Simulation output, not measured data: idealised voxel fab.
process module | voxel ribs on slabs
cross-section cut | 290 nm wide | cells 5 nm
A cross-section is a grid of square cells, given in bands from the top down. A band is one or more rows of cells.
Each band's line starts with the height of the band's top and of its bottom, in nm. Then come its materials from left to right, each with its width in nm. One material with "throughout" fills the band from edge to edge. "air" is empty space.
Height 0 is the level under which the wafer as received is all one material. The lowest band goes on downwards, as in "0 down".
A width such as "30 to 40" changes by the same amount from each row of cells to the next, from the band's top row to its bottom row.
"no change" after a step means that no cell of the cross-section changed.
closed voids: empty space of 8 cells or more with no open way to the top, each as width x height at its distance from the left edge, in nm
after a step's settings: what the simulator itself notes on the step
overlay nm, on a step with a mask: how far to the right of its planned place the mask lay; to the left if negative
plan
1 op RECEIVE | material Si
2 op DIRECTIONAL_DEP | material SiO2 | thk nm 30
3 op DIRECTIONAL_DEP | material polySi | thk nm 20
4 op MASKED_ETCH | tone cover | mask id RIB | width nm 25 | etch materials polySi | depth nm 5 | overlay nm 0
5 op PATTERN | tone cover | mask id SLAB | material resist | width nm 55 | thk nm 15 | overlay nm 0
6 op DIRECTIONAL_ETCH | etch materials polySi | depth nm 15
7 op STRIP | etch materials resist
8 op FILL_DEP | material SiO2 | thk nm 20
9 op CMP | height nm 60
10 op DIRECTIONAL_DEP | material W | thk nm 5
11 op MASKED_ETCH | tone cover | mask id HEATER | width nm 35 | etch materials W | depth nm 5 | overlay nm 0
12 op CONFORMAL_DEP | material SiN | thk nm 10
first wafer, as planned
as received, after step 1
  0 down: Si throughout
  closed voids: none
after step 2
  30 to 0: SiO2 throughout
  below 0: unchanged
after step 3
  50 to 30: polySi throughout
  below 30: unchanged
after step 4
  50 to 45: air 130 | polySi 25 | air 135
  below 45: unchanged
after step 5
  65 to 50: air 115 | resist 55 | air 120
  50 to 45: air 115 | resist 15 | polySi 25 | resist 15 | air 120
  below 45: unchanged
after step 6
  65 to 50: air 115 | resist 55 | air 120
  50 to 45: air 115 | resist 15 | polySi 25 | resist 15 | air 120
  45 to 30: air 115 | polySi 55 | air 120
  below 30: unchanged
after step 7
  50 to 45: air 130 | polySi 25 | air 135
  below 45: unchanged
after step 8
  70 to 50: SiO2 throughout
  50 to 45: SiO2 130 | polySi 25 | SiO2 135
  45 to 30: SiO2 115 | polySi 55 | SiO2 120
  below 30: unchanged
after step 9
  60 to 50: SiO2 throughout
  below 50: unchanged
after step 10
  65 to 60: W throughout
  below 60: unchanged
after step 11
  65 to 60: air 125 | W 35 | air 130
  below 60: unchanged
after step 12
  75 to 70: air 115 | SiN 55 | air 120
  70 to 65: SiN throughout
  65 to 60: SiN 125 | W 35 | SiN 130
  below 60: unchanged
second wafer: like start, like plan, one mistake. Through step 10 it matches the first wafer
when step 11 should have ended
  65 to 60: air 120 | W 35 | air 135
  below 60: unchanged
when step 12 should have ended
  75 to 70: air 110 | SiN 55 | air 125
  70 to 65: SiN throughout
  65 to 60: SiN 120 | W 35 | SiN 135
  below 60: unchanged
what went wrong: step 11 ran as: op MASKED_ETCH | tone cover | mask id HEATER | width nm 35 | etch materials W | depth nm 5 | overlay nm -5
at the end the second wafer has, in cells: as many of each material as the first, in other places
